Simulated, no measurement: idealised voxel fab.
Title: Process Module voxel self aligned contacts
Section shown: cut. Width: 295 nm. Cell size: 5 nm, square.
In this document a cross-section is written as a grid of square cells. It is given as a series of bands, listed from the top down, and a band is one or more rows of cells. Heights first: top, then bottom, in nm. Then materials, left to right, each with a width in nm. "everywhere" on a single material: fills the band edge to edge. "blank": empty space. It should be noted that heights are counted from 0, beneath which the wafer as supplied is of one material throughout, and that the lowest band possesses no lower boundary but continues downward, as written in "z 0 and below". The two numbers in a width such as "30 to 40" mark its ends across the band: the first belongs to the top row of cells, the second to the bottom row, and from each row to the next the width moves by the same amount. The designation "nothing changed", where it is given for a processing step, indicates that no cell of the cross-section was altered in the course of that step. The entry titled "Fully sealed voids" provides the empty spaces that have no open way to the top, restricted to those of 8 cells or more. Each is presented as width x height at distance, the distance being measured from the left edge, with all three in nm. If you see something after the settings on a step's line, that's the simulator's own remark about that step. overlay nm: for a step with a mask, the amount by which the mask lay right of where it was planned; a negative amount means left of it.

[Process steps (planned)]
1. RECEIVE | material Si
2. CONFORMAL_DEP | material SiO2 | thk nm 5
3. DIRECTIONAL_DEP | material polySi | thk nm 25
4. DIRECTIONAL_DEP | material SiN | thk nm 20
5. PATTERN | tone cover | mask id GATE | material resist | width nm 30 | pitch nm 75 | thk nm 15 | overlay nm 0
6. DIRECTIONAL_ETCH | etch materials SiN | depth nm 20
7. DIRECTIONAL_ETCH | etch materials polySi | depth nm 25
8. STRIP | etch materials resist
9. CONFORMAL_DEP | material SiN | thk nm 10
10. DIRECTIONAL_ETCH | etch materials SiN | depth nm 10
11. FILL_DEP | material SiO2 | thk nm 15
12. CMP | height nm 55
13. MASKED_ETCH | tone open | mask id CONTACT | width nm 55 | etch materials SiO2 | depth nm 55 | overlay nm 0
14. CONFORMAL_DEP | material TiN | thk nm 5
15. FILL_DEP | material Ru | thk nm 5
16. CMP | height nm 55
17. CONFORMAL_DEP | material SiN | thk nm 5

[Incoming wafer in cross-section (state: after step 1)]
  z 0 and below | Si everywhere
  Fully sealed voids: none

[Post-module cross-section of the first of two wafers (run per plan)]
  z 60 to 55 | SiN everywhere
  z 55 to 50 | SiO2: 120; TiN: 20; Ru: 15; TiN: 20; SiO2: 120
  z 50 to 30 | SiO2: 85; SiN: 50; TiN: 5; Ru: 15; TiN: 5; SiN: 50; SiO2: 85
  z 30 to 5 | SiO2: 85; SiN: 10; polySi: 30; SiN: 10; TiN: 5; Ru: 15; TiN: 5; SiN: 10; polySi: 30; SiN: 10; SiO2: 85
  z 5 to 0 | SiO2: 135; TiN: 25; SiO2: 135
  z 0 and below | Si everywhere
  Fully sealed voids: none

[Here's the second of our two wafers sectioned at module end. Same start as the first, same plan, but one mistake got made running it]
  z 60 to 55 | SiN everywhere
  z 55 to 50 | SiO2: 120; TiN: 55; SiO2: 120
  z 50 to 30 | SiN: 105; SiO2: 10; SiN: 65; SiO2: 10; SiN: 105
  z 30 to 5 | polySi: 95; SiN: 10; SiO2: 10; SiN: 10; polySi: 45; SiN: 10; SiO2: 10; SiN: 10; polySi: 95
  z 5 to 0 | SiO2 everywhere
  z 0 and below | Si everywhere
  Fully sealed voids: none
What was done differently from what was planned? step 5 was run on a setting that differed from the plan, and what really ran there is PATTERN | tone open | mask id GATE | material resist | width nm 30 | pitch nm 75 | thk nm 15 | overlay nm 0
Final tally in cells, some materials are higher or lower on the second wafer than on the first: 30 fewer of Ru | 140 more of SiN | 265 fewer of SiO2 | 20 fewer of TiN | 175 more of polySi
